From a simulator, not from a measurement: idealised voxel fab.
The process module presented herein is designated voxel capacitor over wiring.
Each square cell in cross-section cut measures 5 nm, and the section as a whole is 275 nm wide.
In this document a cross-section is written as a grid of square cells. It is given as a series of bands, listed from the top down, and a band is one or more rows of cells. Within each band entry, the heights of the top and of the bottom of the band appear first, in that order and in nm; the materials of the band then follow from left to right, each with its corresponding width in nm. The designation "full width" on a single material indicates that it fills the band from edge to edge; the designation "blank" indicates empty space. A quick word on heights: they are counted from 0, and under that level the wafer as it came to us is one material throughout. The lowest band is different from the rest in having no bottom; it simply continues downward, written as in "0..down". A width such as "30 to 40" changes by the same amount from each row of cells to the next, from the band's top row to its bottom row. "all unchanged" after a step means that no cell of the cross-section changed. The list in "Sealed voids" covers empty spaces of 8 cells or more that cannot reach the top through any open way, and it gives each as width x height at distance; the distance is from the left edge, and width, height and distance are in nm. On a step's line, text after the settings is the simulator commenting on that step. overlay nm: on a step with a mask, how far right of its planned place the mask lay; negative means left.
### Listed below are the process steps as planned
1. RECEIVE: material Si
2. CONFORMAL_DEP: material SiO2, thk nm 10
3. DIRECTIONAL_DEP: material TiN, thk nm 5
4. DIRECTIONAL_DEP: material Ru, thk nm 15
5. DIRECTIONAL_DEP: material aC, thk nm 10
6. PATTERN: tone cover, mask id METAL_1, material resist, width nm 25, pitch nm 85, thk nm 30, overlay nm 0
7. DIRECTIONAL_ETCH: etch materials aC, depth nm 10
8. STRIP: etch materials resist
9. DIRECTIONAL_ETCH: etch materials Ru, depth nm 15
10. DIRECTIONAL_ETCH: etch materials TiN, depth nm 5
11. STRIP: etch materials aC
12. CONFORMAL_DEP: material SiN, thk nm 5
13. FILL_DEP: material lowk, thk nm 5
14. CMP: height nm 30
15. CONFORMAL_DEP: material SiCN, thk nm 5
16. DIRECTIONAL_DEP: material lowk, thk nm 20
17. PATTERN: tone open, mask id PLUG_1, material resist, width nm 15, thk nm 15, overlay nm 0
18. DIRECTIONAL_ETCH: etch materials lowk, depth nm 20
19. DIRECTIONAL_ETCH: etch materials SiCN, depth nm 5
20. STRIP: etch materials resist
21. EPI: material Ru, thk nm 10
22. EPI: material Ru, thk nm 10
23. EPI: material Ru, thk nm 5
24. DIRECTIONAL_DEP: material TiN, thk nm 5
25. DIRECTIONAL_DEP: material Al2O3, thk nm 5
26. DIRECTIONAL_DEP: material TiN, thk nm 5
27. PATTERN: tone cover, mask id UPPER_PLATE, material resist, width nm 65, thk nm 20, overlay nm 0
28. DIRECTIONAL_ETCH: etch materials TiN, depth nm 5
29. DIRECTIONAL_ETCH: etch materials Al2O3, depth nm 5
30. STRIP: etch materials resist
31. PATTERN: tone cover, mask id LOWER_PLATE, material resist, width nm 75, thk nm 20, overlay nm 0
32. DIRECTIONAL_ETCH: etch materials TiN, depth nm 5
33. STRIP: etch materials resist
34. FILL_DEP: material SiO2, thk nm 20
35. CMP: height nm 85
36. PATTERN: tone open, mask id PLUG_2, material resist, width nm 15, thk nm 20, overlay nm 0
37. DIRECTIONAL_ETCH: etch materials SiO2, depth nm 15
38. STRIP: etch materials resist
39. CONFORMAL_DEP: material TiN, thk nm 5
40. FILL_DEP: material W, thk nm 5
41. CMP: height nm 85
42. CONFORMAL_DEP: material SiCN, thk nm 5
### Wafer cross-section on receipt, i.e. after step 1
> 0..down | Si full width
> Sealed voids: none
### First of two wafers: cross-section at end of module, run per plan
> 90..85 | SiCN full width
> 85..75 | SiO2 100, then TiN 5, then W 5, then TiN 5, then SiO2 160
> 75..65 | SiO2 100 to 90, then TiN 15 to 65, then SiO2 160 to 120
> 65..60 | SiO2 90, then Al2O3 65, then SiO2 120
> 60..55 | SiO2 85, then TiN 75, then SiO2 115
> 55..35 | lowk 90, then Ru 15, then lowk 170
> 35..30 | SiCN 90, then Ru 15, then SiCN 170
> 30..15 | lowk 75, then SiN 5, then Ru 25, then SiN 5, then lowk 50, then SiN 5, then Ru 25, then SiN 5, then lowk 80
> 15..10 | SiN 80, then TiN 25, then SiN 60, then TiN 25, then SiN 85
> 10..0 | SiO2 full width
> 0..down | Si full width
> Sealed voids: none
### End of module, second wafer, cross-section. Started like the first, planned like the first, run with one mistake
> 90..85 | SiCN full width
> 85..75 | SiO2 100, then TiN 5, then W 5, then TiN 5, then SiO2 160
> 75..65 | SiO2 100 to 90, then TiN 15 to 65, then SiO2 160 to 120
> 65..60 | SiO2 90, then Al2O3 65, then SiO2 120
> 60..55 | SiO2 85, then TiN 75, then SiO2 115
> 55..35 | lowk 95, then Ru 15, then lowk 165
> 35..30 | SiCN 95, then Ru 15, then SiCN 165
> 30..15 | lowk 75, then SiN 5, then Ru 25, then SiN 5, then lowk 50, then SiN 5, then Ru 25, then SiN 5, then lowk 80
> 15..10 | SiN 80, then TiN 25, then SiN 60, then TiN 25, then SiN 85
> 10..0 | SiO2 full width
> 0..down | Si full width
> Sealed voids: none
The plan and the run diverged here: not per plan at step 17, really ran PATTERN: tone open, mask id PLUG_1, material resist, width nm 15, thk nm 15, overlay nm 5
At the end, each material covers as many cells on the second wafer as it does on the first, though the cells it covers are elsewhere.
